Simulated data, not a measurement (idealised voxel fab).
A process module follows: voxel capacitor over wiring.
Each square cell in cross-section cut measures 5 nm, and the section as a whole is 275 nm wide.
Notation: cross-section as square-cell grid; stated in bands, top first, going down; one or more cell rows per band. For a band, the entry starts with two heights in nm, that of the top and then that of the bottom, and carries on with the band's materials in order from left to right, each alongside its width in nm; the word "everywhere" beside a single material means it fills the band edge to edge, and "air" means empty space. The level at which height equals 0 is the one under which the wafer, as it arrives, is entirely one material. No lower edge exists for the bottom band, which continues downward and is notated as in "0 nm and below". A width given as "30..40" starts at the first number in the band's top row and ends at the second number in its bottom row, shifting by an equal amount at every step from row to row. It should be understood that the words "nothing altered", when stated for a given step, signify that the cross-section underwent no change in any of its cells during that step. Reported under the label "Enclosed void list" are the empty spaces having no open way to the top and comprising 8 cells or more; the notation for each is width x height at distance, in which the distance is measured from the left edge and all three values are in nm. What comes after the settings on a step's line is commentary from the simulator itself on that step. You can add "overlay nm" to a step's line. For a step with a mask, it describes how far the mask lay to the right of its planned position, and a negative number describes a lay to the left.
**Process steps (planned)**
1,RECEIVE,material Si
2,CONFORMAL_DEP,material SiO2,thk nm 15
3,CONFORMAL_DEP,material SiN,thk nm 5
4,DIRECTIONAL_DEP,material SiO2,thk nm 20
5,MASKED_ETCH,tone open,mask id METAL_1,width nm 20,pitch nm 70,etch materials SiO2,depth nm 20,overlay nm 0
6,MASKED_ETCH,tone open,mask id METAL_1,width nm 20,pitch nm 70,etch materials SiN,depth nm 5,overlay nm 0
7,CONFORMAL_DEP,material TiN,thk nm 5
8,FILL_DEP,material W,thk nm 5
9,CMP,height nm 40
10,CONFORMAL_DEP,material SiCN,thk nm 5
11,DIRECTIONAL_DEP,material lowk,thk nm 10
12,PATTERN,tone open,mask id PLUG_1,material resist,width nm 15,thk nm 15,overlay nm 0
13,DIRECTIONAL_ETCH,etch materials lowk,depth nm 10
14,DIRECTIONAL_ETCH,etch materials SiCN,depth nm 5
15,STRIP,etch materials resist
16,CONFORMAL_DEP,material TiN,thk nm 5
17,FILL_DEP,material Cu,thk nm 10
18,CMP,height nm 55
19,DIRECTIONAL_DEP,material TiN,thk nm 10
20,DIRECTIONAL_DEP,material SiN,thk nm 5
21,DIRECTIONAL_DEP,material TiN,thk nm 10
22,MASKED_ETCH,tone cover,mask id UPPER_PLATE,width nm 55,etch materials TiN,depth nm 10,overlay nm 0
23,MASKED_ETCH,tone cover,mask id UPPER_PLATE,width nm 55,etch materials SiN,depth nm 5,overlay nm 0
24,MASKED_ETCH,tone cover,mask id LOWER_PLATE,width nm 65,etch materials TiN,depth nm 10,overlay nm 0
25,FILL_DEP,material SiO2,thk nm 15
26,CMP,height nm 90
27,MASKED_ETCH,tone open,mask id PLUG_2,width nm 15,etch materials SiO2,depth nm 10,overlay nm 0
28,CONFORMAL_DEP,material TiN,thk nm 5
29,FILL_DEP,material W,thk nm 10
30,CMP,height nm 90
31,CONFORMAL_DEP,material SiN,thk nm 5
**This is the cross-section of the wafer as we received it, i.e. after step 1**
- 0 nm and below  Si everywhere
- Enclosed void list: none
**Cross-sectional result after module completion. Note: starting condition and plan are unchanged from above; one processing mistake was made**
- 95 nm to 90 nm  SiN everywhere
- 90 nm to 85 nm  SiO2: 105 | TiN: 5 | W: 5 | TiN: 5 | SiO2: 155
- 85 nm to 80 nm  SiO2: 105 | TiN: 15 | SiO2: 155
- 80 nm to 75 nm  SiO2 everywhere
- 75 nm to 65 nm  SiO2: 95 | TiN: 55 | SiO2: 125
- 65 nm to 55 nm  SiO2: 90 | TiN: 65 | SiO2: 120
- 55 nm to 45 nm  lowk: 95 | TiN: 5 | Cu: 5 | TiN: 5 | lowk: 165
- 45 nm to 40 nm  SiCN: 95 | TiN: 15 | SiCN: 165
- 40 nm to 20 nm  SiO2: 90 | TiN: 5 | W: 10 | TiN: 5 | SiO2: 50 | TiN: 5 | W: 10 | TiN: 5 | SiO2: 95
- 20 nm to 15 nm  SiN: 90 | TiN: 20 | SiN: 50 | TiN: 20 | SiN: 95
- 15 nm to 0 nm  SiO2 everywhere
- 0 nm and below  Si everywhere
- Enclosed void list: none
Misprocessing identified: it should be noted that step 20 of the plan was omitted and was not performed
